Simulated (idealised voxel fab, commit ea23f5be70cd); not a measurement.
The following process module bears the name voxel tone inversion.
This is section cut - it's 180 nm across, gridded in 5 nm square cells.
A cross-section in this document is a grid of square cells, and it is written down as bands, the top band listed before the ones below it; a band is made up of one or more rows of cells. Band: top height; bottom height; in nm. Then, left to right: material with width in nm, for each material. "full width": a single material spanning edge to edge. "empty": empty space. The level at which height equals 0 is the one under which the wafer, as it arrives, is entirely one material. No lower edge exists for the bottom band, which continues downward and is notated as in "z 0 and below". Read "30->40" as a graded width: first number on top, second number at the bottom, same change between each pair of neighbouring rows. Any step labelled "nothing was modified" changed none of the cells in the cross-section. Empty spaces counting at least 8 cells and having no open way to the top are listed in "Fully closed voids". The notation width x height at distance is used for each, the distance being from the left edge and all three values in nm. Step line, after settings: the simulator's comment on this step. "overlay nm" answers the question of how far to the right of plan the mask lay on a step that has a mask, and when it is negative the answer is to the left.
SO HERE'S THE LINEUP OF PROCESS STEPS WE PLANNED
1) RECEIVE (material Si)
2) CONFORMAL_DEP (material SiCN; thk nm 5)
3) DIRECTIONAL_DEP (material aC; thk nm 15)
4) PATTERN (tone cover; mask id POSTS; material resist; width nm 15; pitch nm 35; thk nm 20; overlay nm 0)
5) DIRECTIONAL_ETCH (etch materials aC; depth nm 15)
6) STRIP (etch materials resist)
7) FILL_DEP (material SiO2; thk nm 10)
8) CMP (height nm 20)
9) STRIP (etch materials aC)
10) CONFORMAL_DEP (material TiN; thk nm 5)
11) FILL_DEP (material Ru; thk nm 5)
12) CMP (height nm 20)
13) CONFORMAL_DEP (material SiCN; thk nm 5)
FIRST OF TWO WAFERS: RUN AS PLANNED
CROSS-SECTION: WAFER ON ARRIVAL = AFTER STEP 1
> z 0 and below = Si full width
> Fully closed voids: none
WAFER AFTER STEP 2 (CROSS-SECTION)
> z 5 to 0 = SiCN full width
> Below 0, the layers are the same as they were.
WAFER AFTER STEP 3 (CROSS-SECTION)
> z 20 to 5 = aC full width
> Below 5, the layers are the same as they were.
WAFER AFTER STEP 4 (CROSS-SECTION)
> z 40 to 20 = empty: 45  resist: 15  empty: 20  resist: 15  empty: 20  resist: 15  empty: 50
> Below 20, the layers are the same as they were.
WAFER AFTER STEP 5 (CROSS-SECTION)
> z 25 to 20 = empty: 45  resist: 15  empty: 20  resist: 15  empty: 20  resist: 15  empty: 50
> z 20 to 5 = empty: 45  aC: 15  empty: 20  aC: 15  empty: 20  aC: 15  empty: 50
> Below 5, the layers are the same as they were.
WAFER AFTER STEP 6 (CROSS-SECTION)
> z 20 to 5 = empty: 45  aC: 15  empty: 20  aC: 15  empty: 20  aC: 15  empty: 50
> Below 5, the layers are the same as they were.
WAFER AFTER STEP 7 (CROSS-SECTION)
> z 30 to 20 = SiO2 full width
> z 20 to 5 = SiO2: 45  aC: 15  SiO2: 20  aC: 15  SiO2: 20  aC: 15  SiO2: 50
> Below 5, the layers are the same as they were.
WAFER AFTER STEP 8 (CROSS-SECTION)
> z 20 to 5 = SiO2: 45  aC: 15  SiO2: 20  aC: 15  SiO2: 20  aC: 15  SiO2: 50
> Below 5, the layers are the same as they were.
WAFER AFTER STEP 9 (CROSS-SECTION)
> z 20 to 5 = SiO2: 45  empty: 15  SiO2: 20  empty: 15  SiO2: 20  empty: 15  SiO2: 50
> Below 5, the layers are the same as they were.
WAFER AFTER STEP 10 (CROSS-SECTION)
> z 25 to 20 = TiN: 50  empty: 5  TiN: 30  empty: 5  TiN: 30  empty: 5  TiN: 55
> z 20 to 10 = SiO2: 45  TiN: 5  empty: 5  TiN: 5  SiO2: 20  TiN: 5  empty: 5  TiN: 5  SiO2: 20  TiN: 5  empty: 5  TiN: 5  SiO2: 50
> z 10 to 5 = SiO2: 45  TiN: 15  SiO2: 20  TiN: 15  SiO2: 20  TiN: 15  SiO2: 50
> Below 5, the layers are the same as they were.
WAFER AFTER STEP 11 (CROSS-SECTION)
> z 30 to 25 = Ru full width
> z 25 to 20 = TiN: 50  Ru: 5  TiN: 30  Ru: 5  TiN: 30  Ru: 5  TiN: 55
> z 20 to 10 = SiO2: 45  TiN: 5  Ru: 5  TiN: 5  SiO2: 20  TiN: 5  Ru: 5  TiN: 5  SiO2: 20  TiN: 5  Ru: 5  TiN: 5  SiO2: 50
> Below 10, the layers are the same as they were.
WAFER AFTER STEP 12 (CROSS-SECTION)
> z 20 to 10 = SiO2: 45  TiN: 5  Ru: 5  TiN: 5  SiO2: 20  TiN: 5  Ru: 5  TiN: 5  SiO2: 20  TiN: 5  Ru: 5  TiN: 5  SiO2: 50
> Below 10, the layers are the same as they were.
WAFER AFTER STEP 13 (CROSS-SECTION)
> z 25 to 20 = SiCN full width
> Below 20, the layers are the same as they were.
SECOND WAFER: LIKE START, LIKE PLAN, ONE MISTAKE. THROUGH STEP 7 IT MATCHES THE FIRST WAFER
WHAT THE SECOND WAFER LOOKS LIKE IN CROSS-SECTION WHEN STEP 8 SHOULD HAVE WRAPPED UP
> z 10 to 5 = SiO2: 45  aC: 15  SiO2: 20  aC: 15  SiO2: 20  aC: 15  SiO2: 50
> Below 5, the layers are the same as they were.
WHAT THE SECOND WAFER LOOKS LIKE IN CROSS-SECTION WHEN STEP 9 SHOULD HAVE WRAPPED UP
> z 10 to 5 = SiO2: 45  empty: 15  SiO2: 20  empty: 15  SiO2: 20  empty: 15  SiO2: 50
> Below 5, the layers are the same as they were.
WHAT THE SECOND WAFER LOOKS LIKE IN CROSS-SECTION WHEN STEP 10 SHOULD HAVE WRAPPED UP
> z 15 to 10 = TiN: 50  empty: 5  TiN: 30  empty: 5  TiN: 30  empty: 5  TiN: 55
> z 10 to 5 = SiO2: 45  TiN: 15  SiO2: 20  TiN: 15  SiO2: 20  TiN: 15  SiO2: 50
> Below 5, the layers are the same as they were.
WHAT THE SECOND WAFER LOOKS LIKE IN CROSS-SECTION WHEN STEP 11 SHOULD HAVE WRAPPED UP
> z 20 to 15 = Ru full width
> z 15 to 10 = TiN: 50  Ru: 5  TiN: 30  Ru: 5  TiN: 30  Ru: 5  TiN: 55
> Below 10, the layers are the same as they were.
What the second wafer looks like in cross-section when step 12 should have wrapped up: nothing was modified
WHAT THE SECOND WAFER LOOKS LIKE IN CROSS-SECTION WHEN STEP 13 SHOULD HAVE WRAPPED UP
> z 25 to 20 = SiCN full width
> Below 20, the layers are the same as they were.
What was done differently from what was planned? step 8 did not happen as planned, as run it was CMP (height nm 10)
Final cells, second wafer relative to first, materials higher or lower: Ru: 33 more | SiO2: 54 fewer | TiN: 21 more
